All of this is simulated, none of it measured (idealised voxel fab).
process module | voxel gate over fins
cross-section cut | 295 nm wide | cells 5 nm
A cross-section is a grid of square cells, given in bands from the top down. A band is one or more rows of cells.
Each band's line starts with the height of the band's top and of its bottom, in nm. Then come its materials from left to right, each with its width in nm. One material with "throughout" fills the band from edge to edge. "air" is empty space.
Height 0 is the level under which the wafer as received is all one material. The lowest band goes on downwards, as in "0 down".
A width such as "30 to 40" changes by the same amount from each row of cells to the next, from the band's top row to its bottom row.
"no change" after a step means that no cell of the cross-section changed.
closed voids: empty space of 8 cells or more with no open way to the top, each as width x height at its distance from the left edge, in nm
after a step's settings: what the simulator itself notes on the step
overlay nm, on a step with a mask: how far to the right of its planned place the mask lay; to the left if negative
plan
1 op RECEIVE | material Si
2 op CONFORMAL_DEP | material SiN | thk nm 10
3 op MASKED_ETCH | tone cover | mask id FINS | width nm 15 | pitch nm 40 | etch materials SiN | depth nm 10 | overlay nm 0
4 op MASKED_ETCH | tone cover | mask id FINS | width nm 15 | pitch nm 40 | etch materials Si | depth nm 35 | overlay nm 0
5 op FILL_DEP | material SiO2 | thk nm 15
6 op CMP | height nm 10
7 op SELECTIVE_ETCH | etch materials SiO2 | depth nm 25
8 op STRIP | etch materials SiN
9 op CONFORMAL_DEP | material HfO2 | thk nm 5
10 op CONFORMAL_DEP | material TiN | thk nm 5
11 op CONFORMAL_DEP | material TiAl | thk nm 5
12 op CONFORMAL_DEP | material TiN | thk nm 5
13 op FILL_DEP | material W | thk nm 10
14 op CMP | height nm 25
15 op CONFORMAL_DEP | material SiCN | thk nm 5
first wafer, as planned
as received, after step 1
  0 down: Si throughout
  closed voids: none
after step 2
  10 to 0: SiN throughout
  below 0: unchanged
after step 3
  10 to 0: air 100 | SiN 15 | air 25 | SiN 15 | air 25 | SiN 15 | air 100
  below 0: unchanged
after step 4
  10 to 0: air 100 | SiN 15 | air 25 | SiN 15 | air 25 | SiN 15 | air 100
  0 to -35: air 100 | Si 15 | air 25 | Si 15 | air 25 | Si 15 | air 100
  below -35: unchanged
after step 5
  25 to 10: SiO2 throughout
  10 to 0: SiO2 100 | SiN 15 | SiO2 25 | SiN 15 | SiO2 25 | SiN 15 | SiO2 100
  0 to -35: SiO2 100 | Si 15 | SiO2 25 | Si 15 | SiO2 25 | Si 15 | SiO2 100
  below -35: unchanged
after step 6
  10 to 0: SiO2 100 | SiN 15 | SiO2 25 | SiN 15 | SiO2 25 | SiN 15 | SiO2 100
  below 0: unchanged
after step 7
  10 to 0: air 100 | SiN 15 | air 25 | SiN 15 | air 25 | SiN 15 | air 100
  0 to -15: air 100 | Si 15 | air 25 | Si 15 | air 25 | Si 15 | air 100
  below -15: unchanged
after step 8
  0 to -15: air 100 | Si 15 | air 25 | Si 15 | air 25 | Si 15 | air 100
  below -15: unchanged
after step 9
  5 to 0: air 95 | HfO2 25 | air 15 | HfO2 25 | air 15 | HfO2 25 | air 95
  0 to -10: air 95 | HfO2 5 | Si 15 | HfO2 5 | air 15 | HfO2 5 | Si 15 | HfO2 5 | air 15 | HfO2 5 | Si 15 | HfO2 5 | air 95
  -10 to -15: HfO2 100 | Si 15 | HfO2 25 | Si 15 | HfO2 25 | Si 15 | HfO2 100
  below -15: unchanged
after step 10
  10 to 5: air 90 | TiN 35 | air 5 | TiN 35 | air 5 | TiN 35 | air 90
  5 to 0: air 90 | TiN 5 | HfO2 25 | TiN 5 | air 5 | TiN 5 | HfO2 25 | TiN 5 | air 5 | TiN 5 | HfO2 25 | TiN 5 | air 90
  0 to -5: air 90 | TiN 5 | HfO2 5 | Si 15 | HfO2 5 | TiN 5 | air 5 | TiN 5 | HfO2 5 | Si 15 | HfO2 5 | TiN 5 | air 5 | TiN 5 | HfO2 5 | Si 15 | HfO2 5 | TiN 5 | air 90
  -5 to -10: TiN 95 | HfO2 5 | Si 15 | HfO2 5 | TiN 15 | HfO2 5 | Si 15 | HfO2 5 | TiN 15 | HfO2 5 | Si 15 | HfO2 5 | TiN 95
  below -10: unchanged
after step 11
  15 to 10: air 85 | TiAl 125 | air 85
  10 to 5: air 85 | TiAl 5 | TiN 35 | TiAl 5 | TiN 35 | TiAl 5 | TiN 35 | TiAl 5 | air 85
  5 to 0: air 85 | TiAl 5 | TiN 5 | HfO2 25 | TiN 5 | TiAl 5 | TiN 5 | HfO2 25 | TiN 5 | TiAl 5 | TiN 5 | HfO2 25 | TiN 5 | TiAl 5 | air 85
  0 to -5: TiAl 90 | TiN 5 | HfO2 5 | Si 15 | HfO2 5 | TiN 5 | TiAl 5 | TiN 5 | HfO2 5 | Si 15 | HfO2 5 | TiN 5 | TiAl 5 | TiN 5 | HfO2 5 | Si 15 | HfO2 5 | TiN 5 | TiAl 90
  below -5: unchanged
after step 12
  20 to 15: air 80 | TiN 135 | air 80
  15 to 10: air 80 | TiN 5 | TiAl 125 | TiN 5 | air 80
  10 to 5: air 80 | TiN 5 | TiAl 5 | TiN 35 | TiAl 5 | TiN 35 | TiAl 5 | TiN 35 | TiAl 5 | TiN 5 | air 80
  5 to 0: TiN 85 | TiAl 5 | TiN 5 | HfO2 25 | TiN 5 | TiAl 5 | TiN 5 | HfO2 25 | TiN 5 | TiAl 5 | TiN 5 | HfO2 25 | TiN 5 | TiAl 5 | TiN 85
  below 0: unchanged
after step 13
  30 to 20: W throughout
  20 to 15: W 80 | TiN 135 | W 80
  15 to 10: W 80 | TiN 5 | TiAl 125 | TiN 5 | W 80
  10 to 5: W 80 | TiN 5 | TiAl 5 | TiN 35 | TiAl 5 | TiN 35 | TiAl 5 | TiN 35 | TiAl 5 | TiN 5 | W 80
  below 5: unchanged
after step 14
  25 to 20: W throughout
  below 20: unchanged
after step 15
  30 to 25: SiCN throughout
  below 25: unchanged
second wafer: like start, like plan, one mistake. Through step 3 it matches the first wafer
when step 4 should have ended
  10 to 0: air 100 | SiN 15 | air 25 | SiN 15 | air 25 | SiN 15 | air 100
  0 to -70: air 100 | Si 15 | air 25 | Si 15 | air 25 | Si 15 | air 100
  below -70: unchanged
when step 5 should have ended
  25 to 10: SiO2 throughout
  10 to 0: SiO2 100 | SiN 15 | SiO2 25 | SiN 15 | SiO2 25 | SiN 15 | SiO2 100
  0 to -70: SiO2 100 | Si 15 | SiO2 25 | Si 15 | SiO2 25 | Si 15 | SiO2 100
  below -70: unchanged
when step 6 should have ended
  10 to 0: SiO2 100 | SiN 15 | SiO2 25 | SiN 15 | SiO2 25 | SiN 15 | SiO2 100
  below 0: unchanged
when step 7 should have ended
  10 to 0: air 100 | SiN 15 | air 25 | SiN 15 | air 25 | SiN 15 | air 100
  0 to -15: air 100 | Si 15 | air 25 | Si 15 | air 25 | Si 15 | air 100
  below -15: unchanged
when step 8 should have ended
  0 to -15: air 100 | Si 15 | air 25 | Si 15 | air 25 | Si 15 | air 100
  below -15: unchanged
when step 9 should have ended
  5 to 0: air 95 | HfO2 25 | air 15 | HfO2 25 | air 15 | HfO2 25 | air 95
  0 to -10: air 95 | HfO2 5 | Si 15 | HfO2 5 | air 15 | HfO2 5 | Si 15 | HfO2 5 | air 15 | HfO2 5 | Si 15 | HfO2 5 | air 95
  -10 to -15: HfO2 100 | Si 15 | HfO2 25 | Si 15 | HfO2 25 | Si 15 | HfO2 100
  below -15: unchanged
when step 10 should have ended
  10 to 5: air 90 | TiN 35 | air 5 | TiN 35 | air 5 | TiN 35 | air 90
  5 to 0: air 90 | TiN 5 | HfO2 25 | TiN 5 | air 5 | TiN 5 | HfO2 25 | TiN 5 | air 5 | TiN 5 | HfO2 25 | TiN 5 | air 90
  0 to -5: air 90 | TiN 5 | HfO2 5 | Si 15 | HfO2 5 | TiN 5 | air 5 | TiN 5 | HfO2 5 | Si 15 | HfO2 5 | TiN 5 | air 5 | TiN 5 | HfO2 5 | Si 15 | HfO2 5 | TiN 5 | air 90
  -5 to -10: TiN 95 | HfO2 5 | Si 15 | HfO2 5 | TiN 15 | HfO2 5 | Si 15 | HfO2 5 | TiN 15 | HfO2 5 | Si 15 | HfO2 5 | TiN 95
  below -10: unchanged
when step 11 should have ended
  15 to 10: air 85 | TiAl 125 | air 85
  10 to 5: air 85 | TiAl 5 | TiN 35 | TiAl 5 | TiN 35 | TiAl 5 | TiN 35 | TiAl 5 | air 85
  5 to 0: air 85 | TiAl 5 | TiN 5 | HfO2 25 | TiN 5 | TiAl 5 | TiN 5 | HfO2 25 | TiN 5 | TiAl 5 | TiN 5 | HfO2 25 | TiN 5 | TiAl 5 | air 85
  0 to -5: TiAl 90 | TiN 5 | HfO2 5 | Si 15 | HfO2 5 | TiN 5 | TiAl 5 | TiN 5 | HfO2 5 | Si 15 | HfO2 5 | TiN 5 | TiAl 5 | TiN 5 | HfO2 5 | Si 15 | HfO2 5 | TiN 5 | TiAl 90
  below -5: unchanged
when step 12 should have ended
  20 to 15: air 80 | TiN 135 | air 80
  15 to 10: air 80 | TiN 5 | TiAl 125 | TiN 5 | air 80
  10 to 5: air 80 | TiN 5 | TiAl 5 | TiN 35 | TiAl 5 | TiN 35 | TiAl 5 | TiN 35 | TiAl 5 | TiN 5 | air 80
  5 to 0: TiN 85 | TiAl 5 | TiN 5 | HfO2 25 | TiN 5 | TiAl 5 | TiN 5 | HfO2 25 | TiN 5 | TiAl 5 | TiN 5 | HfO2 25 | TiN 5 | TiAl 5 | TiN 85
  below 0: unchanged
when step 13 should have ended
  30 to 20: W throughout
  20 to 15: W 80 | TiN 135 | W 80
  15 to 10: W 80 | TiN 5 | TiAl 125 | TiN 5 | W 80
  10 to 5: W 80 | TiN 5 | TiAl 5 | TiN 35 | TiAl 5 | TiN 35 | TiAl 5 | TiN 35 | TiAl 5 | TiN 5 | W 80
  below 5: unchanged
when step 14 should have ended
  25 to 20: W throughout
  below 20: unchanged
when step 15 should have ended
  30 to 25: SiCN throughout
  below 25: unchanged
what went wrong: step 4 was run twice
at the end the second wafer has, in cells: 350 fewer of Si | 350 more of SiO2
